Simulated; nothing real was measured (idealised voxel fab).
process module | voxel transistor to metal
cross-section cut | 195 nm wide | cells 5 nm
A cross-section is a grid of square cells, given in bands from the top down. A band is one or more rows of cells.
Each band's line starts with the height of the band's top and of its bottom, in nm. Then come its materials from left to right, each with its width in nm. One material with "throughout" fills the band from edge to edge. "air" is empty space.
Height 0 is the level under which the wafer as received is all one material. The lowest band goes on downwards, as in "0 down".
A width such as "30 to 40" changes by the same amount from each row of cells to the next, from the band's top row to its bottom row.
"no change" after a step means that no cell of the cross-section changed.
closed voids: empty space of 8 cells or more with no open way to the top, each as width x height at its distance from the left edge, in nm
after a step's settings: what the simulator itself notes on the step
overlay nm, on a step with a mask: how far to the right of its planned place the mask lay; to the left if negative
plan
1 op RECEIVE | material Si
2 op CONFORMAL_DEP | material SiO2 | thk nm 5
3 op CONFORMAL_DEP | material SiN | thk nm 10
4 op DIRECTIONAL_DEP | material aC | thk nm 15
5 op PATTERN | tone cover | mask id ACTIVE | material resist | width nm 105 | thk nm 35 | overlay nm 0
6 op DIRECTIONAL_ETCH | etch materials aC | depth nm 15
7 op STRIP | etch materials resist
8 op DIRECTIONAL_ETCH | etch materials SiN | depth nm 10
9 op DIRECTIONAL_ETCH | etch materials SiO2 | depth nm 5
10 op DIRECTIONAL_ETCH | etch materials Si | depth nm 25
11 op STRIP | etch materials aC
12 op OXIDIZE | depth nm 5
13 op FILL_DEP | material SiO2 | thk nm 10
14 op CMP | height nm 15
15 op SELECTIVE_ETCH | etch materials SiO2 | depth nm 5
16 op STRIP | etch materials SiN
17 op SELECTIVE_ETCH | etch materials SiO2 | depth nm 5
18 op OXIDIZE | depth nm 5
19 op DIRECTIONAL_DEP | material polySi | thk nm 20
20 op DIRECTIONAL_DEP | material SiCN | thk nm 15
21 op DIRECTIONAL_DEP | material aC | thk nm 10
22 op PATTERN | tone cover | mask id GATE | material resist | width nm 25 | thk nm 30 | overlay nm 0
23 op DIRECTIONAL_ETCH | etch materials aC | depth nm 10
24 op STRIP | etch materials resist
25 op DIRECTIONAL_ETCH | etch materials SiCN | depth nm 25
26 op DIRECTIONAL_ETCH | etch materials polySi | depth nm 30
27 op STRIP | etch materials aC
28 op CONFORMAL_DEP | material SiN | thk nm 5
29 op DIRECTIONAL_ETCH | etch materials SiN | depth nm 5
30 op DIRECTIONAL_ETCH | etch materials SiO2 | depth nm 5
31 op DIRECTIONAL_ETCH | etch materials Si | depth nm 10
32 op EPI | material SiGe | thk nm 15
33 op FILL_DEP | material SiO2 | thk nm 10
34 op CMP | height nm 20
35 op STRIP | etch materials polySi
36 op SELECTIVE_ETCH | etch materials SiO2 | depth nm 5
37 op CONFORMAL_DEP | material HfO2 | thk nm 5
38 op CONFORMAL_DEP | material TiN | thk nm 5
39 op FILL_DEP | material W | thk nm 10
40 op CMP | height nm 15
41 op DIRECTIONAL_DEP | material SiO2 | thk nm 10
42 op MASKED_ETCH | tone open | mask id CONTACT | width nm 15 | pitch nm 80 | etch materials SiO2 | depth nm 25 | overlay nm 0
43 op CONFORMAL_DEP | material TiN | thk nm 5
44 op FILL_DEP | material W | thk nm 5
45 op CMP | height nm 25
46 op DIRECTIONAL_DEP | material TiN | thk nm 5
47 op DIRECTIONAL_DEP | material W | thk nm 15
48 op DIRECTIONAL_DEP | material aC | thk nm 15
49 op PATTERN | tone cover | mask id METAL_1 | material resist | width nm 15 | pitch nm 80 | thk nm 35 | overlay nm 0
50 op DIRECTIONAL_ETCH | etch materials aC | depth nm 15
51 op STRIP | etch materials resist
52 op DIRECTIONAL_ETCH | etch materials W | depth nm 15
53 op DIRECTIONAL_ETCH | etch materials TiN | depth nm 5
54 op STRIP | etch materials aC
55 op FILL_DEP | material SiO2 | thk nm 10
56 op CMP | height nm 45
57 op CONFORMAL_DEP | material SiCN | thk nm 5
58 op DIRECTIONAL_DEP | material SiO2 | thk nm 30
59 op DIRECTIONAL_DEP | material aC | thk nm 15
60 op PATTERN | tone open | mask id METAL_2 | material resist | width nm 15 | pitch nm 80 | thk nm 35 | overlay nm 0
61 op DIRECTIONAL_ETCH | etch materials aC | depth nm 15
62 op STRIP | etch materials resist
63 op DIRECTIONAL_ETCH | etch materials SiO2 | depth nm 20
64 op STRIP | etch materials aC
65 op PATTERN | tone open | mask id METAL_2_HOLES | material resist | width nm 15 | pitch nm 80 | thk nm 15 | overlay nm 0
66 op DIRECTIONAL_ETCH | etch materials SiO2 | depth nm 10
67 op DIRECTIONAL_ETCH | etch materials SiCN | depth nm 5
68 op STRIP | etch materials resist
69 op CONFORMAL_DEP | material TiN | thk nm 5
70 op FILL_DEP | material Ru | thk nm 10
71 op CMP | height nm 80
72 op CONFORMAL_DEP | material SiCN | thk nm 5
as received, after step 1
  0 down: Si throughout
  closed voids: none
a wafer at the end: this start, this plan, one mistake
  85 to 80: SiCN throughout
  80 to 50: SiO2 50 | TiN 5 | Ru 5 | TiN 5 | SiO2 65 | TiN 5 | Ru 5 | TiN 5 | SiO2 50
  50 to 45: SiCN 50 | TiN 15 | SiCN 65 | TiN 15 | SiCN 50
  45 to 30: SiO2 50 | W 15 | SiO2 65 | W 15 | SiO2 50
  30 to 25: SiO2 50 | TiN 15 | SiO2 65 | TiN 15 | SiO2 50
  25 to 15: SiO2 50 | TiN 5 | W 5 | TiN 5 | SiO2 65 | TiN 5 | W 5 | TiN 5 | SiO2 50
  15 to 10: SiO2 50 | TiN 5 | W 5 | TiN 5 | SiO2 15 | SiN 5 | SiCN 25 | SiN 5 | SiO2 15 | TiN 5 | W 5 | TiN 5 | SiO2 50
  10 to 5: SiO2 50 | TiN 5 | W 5 | TiN 5 | SiGe 15 | SiN 5 | SiCN 25 | SiN 5 | SiGe 15 | TiN 5 | W 5 | TiN 5 | SiO2 50
  5 to 0: SiO2 40 | SiN 5 | SiO2 5 | TiN 15 | SiGe 15 | SiN 5 | SiCN 25 | SiN 5 | SiGe 15 | TiN 15 | SiO2 5 | SiN 5 | SiO2 40
  0 to -5: SiO2 45 | SiGe 35 | SiO2 35 | SiGe 35 | SiO2 45
  -5 to -15: SiO2 50 | SiGe 30 | Si 35 | SiGe 30 | SiO2 50
  -15 to -30: SiO2 50 | Si 95 | SiO2 50
  -30 down: Si throughout
  closed voids: none
what went wrong: step 19 was left out
